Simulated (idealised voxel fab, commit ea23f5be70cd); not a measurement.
process module | voxel wiring stack
cross-section cut | 245 nm wide | cells 5 nm
A cross-section is a grid of square cells, given in bands from the top down. A band is one or more rows of cells.
Each band's line starts with the height of the band's top and of its bottom, in nm. Then come its materials from left to right, each with its width in nm. One material with "throughout" fills the band from edge to edge. "air" is empty space.
Height 0 is the level under which the wafer as received is all one material. The lowest band goes on downwards, as in "0 down".
A width such as "30 to 40" changes by the same amount from each row of cells to the next, from the band's top row to its bottom row.
"no change" after a step means that no cell of the cross-section changed.
closed voids: empty space of 8 cells or more with no open way to the top, each as width x height at its distance from the left edge, in nm
after a step's settings: what the simulator itself notes on the step
overlay nm, on a step with a mask: how far to the right of its planned place the mask lay; to the left if negative
plan
1 op RECEIVE | material Si
2 op CONFORMAL_DEP | material SiO2 | thk nm 15
3 op DIRECTIONAL_DEP | material TiN | thk nm 5
4 op DIRECTIONAL_DEP | material Ru | thk nm 15
5 op DIRECTIONAL_DEP | material aC | thk nm 15
6 op PATTERN | tone cover | mask id METAL_1 | material resist | width nm 30 | pitch nm 50 | thk nm 30 | overlay nm 0
7 op DIRECTIONAL_ETCH | etch materials aC | depth nm 15
8 op STRIP | etch materials resist
9 op DIRECTIONAL_ETCH | etch materials Ru | depth nm 15
10 op DIRECTIONAL_ETCH | etch materials TiN | depth nm 5
11 op STRIP | etch materials aC
12 op FILL_DEP | material SiO2 | thk nm 5
13 op CMP | height nm 35
14 op CONFORMAL_DEP | material SiCN | thk nm 5
15 op DIRECTIONAL_DEP | material lowk | thk nm 30
16 op PATTERN | tone open | mask id METAL_2 | material resist | width nm 30 | pitch nm 50 | thk nm 15 | overlay nm 0
17 op DIRECTIONAL_ETCH | etch materials lowk | depth nm 15
18 op STRIP | etch materials resist
19 op PATTERN | tone open | mask id METAL_2_HOLES | material resist | width nm 15 | pitch nm 50 | thk nm 15 | overlay nm 0
20 op DIRECTIONAL_ETCH | etch materials lowk | depth nm 15
21 op DIRECTIONAL_ETCH | etch materials SiCN | depth nm 5
22 op STRIP | etch materials resist
23 op CONFORMAL_DEP | material TiN | thk nm 5
24 op FILL_DEP | material Cu | thk nm 10
25 op CMP | height nm 70
26 op CONFORMAL_DEP | material SiCN | thk nm 5
27 op DIRECTIONAL_DEP | material lowk | thk nm 30
28 op PATTERN | tone open | mask id METAL_3 | material resist | width nm 30 | pitch nm 50 | thk nm 20 | overlay nm 0
29 op DIRECTIONAL_ETCH | etch materials lowk | depth nm 15
30 op STRIP | etch materials resist
31 op PATTERN | tone open | mask id METAL_3_HOLES | material resist | width nm 15 | thk nm 15 | overlay nm 0
32 op DIRECTIONAL_ETCH | etch materials lowk | depth nm 15
33 op DIRECTIONAL_ETCH | etch materials SiCN | depth nm 5
34 op STRIP | etch materials resist
35 op CONFORMAL_DEP | material TiN | thk nm 5
36 op FILL_DEP | material Cu | thk nm 10
37 op CMP | height nm 105
38 op CONFORMAL_DEP | material SiN | thk nm 5
as received, after step 1
  0 down: Si throughout
  closed voids: none
a wafer at the end: this start, this plan, one mistake
  110 to 105: SiN throughout
  105 to 95: lowk 80 | TiN 5 | Cu 20 | TiN 5 | lowk 20 | TiN 5 | Cu 20 | TiN 5 | lowk 85
  95 to 90: lowk 80 | TiN 5 | Cu 5 | TiN 20 | lowk 20 | TiN 30 | lowk 85
  90 to 75: lowk 80 | TiN 5 | Cu 5 | TiN 5 | lowk 150
  75 to 70: SiCN 80 | TiN 15 | SiCN 150
  70 to 60: lowk 80 | TiN 5 | Cu 25 | TiN 5 | lowk 15 | TiN 5 | Cu 25 | TiN 5 | lowk 80
  60 to 55: lowk 80 | TiN 5 | Cu 5 | TiN 25 | lowk 15 | TiN 5 | Cu 5 | TiN 25 | lowk 80
  55 to 40: lowk 80 | TiN 5 | Cu 5 | TiN 5 | lowk 35 | TiN 5 | Cu 5 | TiN 5 | lowk 100
  40 to 35: SiCN 80 | TiN 15 | SiCN 35 | TiN 15 | SiCN 100
  35 to 20: SiO2 80 | Ru 30 | SiO2 20 | Ru 30 | SiO2 85
  20 to 15: SiO2 80 | TiN 30 | SiO2 20 | TiN 30 | SiO2 85
  15 to 0: SiO2 throughout
  0 down: Si throughout
  closed voids: none
what went wrong: step 16 ran as: op PATTERN | tone open | mask id METAL_2 | material resist | width nm 35 | pitch nm 50 | thk nm 15 | overlay nm 0
